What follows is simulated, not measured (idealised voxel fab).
This is a process module. Its name is voxel air gaps.
Each square cell in cross-section cut measures 5 nm, and the section as a whole is 250 nm wide.
For the purposes of this document, a cross-section shall be understood as a grid of square cells, specified as bands listed in top-to-bottom order, each band consisting of one or more rows of cells. Each band's line starts with the height of the band's top and of its bottom, in nm. Then come its materials from left to right, each with its width in nm. One material with "full width" fills the band from edge to edge. "air" is empty space. Where do heights start? At 0: under that level the wafer as delivered is made of one material only. And the lowest band has no floor; it just carries on downward, as in "0 nm and below". The expression "30 to 40" gives the width at the extremes of the band, the first number at its top row of cells and the second at its bottom row, with the width changing by equal amounts from each row to the next in between. Step marked "no modifications"? Then no cell in the cross-section changed in it. "Enclosed internal cavities" specifies each empty space that is not open to the top and that occupies no fewer than 8 cells, using the form width x height at distance, the distance measured from the left edge and all three quantities in nm. On a step's line, text after the settings is the simulator commenting on that step. "overlay nm" answers the question of how far to the right of plan the mask lay on a step that has a mask, and when it is negative the answer is to the left.
## The planned process steps are enumerated hereunder
1) RECEIVE [material Si]
2) CONFORMAL_DEP [material SiO2] [thk nm 5]
3) CONFORMAL_DEP [material SiN] [thk nm 5]
4) DIRECTIONAL_DEP [material SiO2] [thk nm 40]
5) PATTERN [tone open] [mask id LINES] [material resist] [width nm 25] [pitch nm 55] [thk nm 15] [overlay nm 0]
6) DIRECTIONAL_ETCH [etch materials SiO2] [depth nm 40]
7) STRIP [etch materials resist]
8) CONFORMAL_DEP [material TiN] [thk nm 5]
9) FILL_DEP [material W] [thk nm 5]
10) CMP [height nm 60]
11) EPI [material Ru] [thk nm 10]
12) SELECTIVE_ETCH [etch materials SiO2] [depth nm 50]
13) CONFORMAL_DEP [material SiN] [thk nm 5]
Wafer-to-wafer difference: thk nm, step 2. Common start. Plan = first wafer's value.
## Received condition of the first of several wafers, sectioned: post-step 1
- 0 nm and below  Si full width
- Enclosed internal cavities: none
## The rows of the table below are wafers. Looking at the end of the module, a row counts, for every material, the cells the wafer has gained, shown as (+), or lost, shown as (-), since it was received; its closed voids come next
thk nm 5; +100 Ru; +100 SiN; +330 SiO2; +98 TiN; +122 W; Enclosed internal cavities: none
thk nm 10; +100 Ru; +100 SiN; +380 SiO2; +98 TiN; +72 W; Enclosed internal cavities: none
thk nm 15; +54 Ru; +184 SiN; +150 SiO2; +57 TiN; +63 W; Enclosed internal cavities: 20 x 30 at 85; 20 x 30 at 140
thk nm 20; +54 Ru; +178 SiN; +200 SiO2; +51 TiN; +54 W; Enclosed internal cavities: 20 x 25 at 85; 20 x 25 at 140
thk nm 25; +54 Ru; +172 SiN; +250 SiO2; +45 TiN; +45 W; Enclosed internal cavities: 20 x 20 at 85; 20 x 20 at 140
thk nm 30; +54 Ru; +166 SiN; +300 SiO2; +39 TiN; +36 W; Enclosed internal cavities: 20 x 15 at 85; 20 x 15 at 140
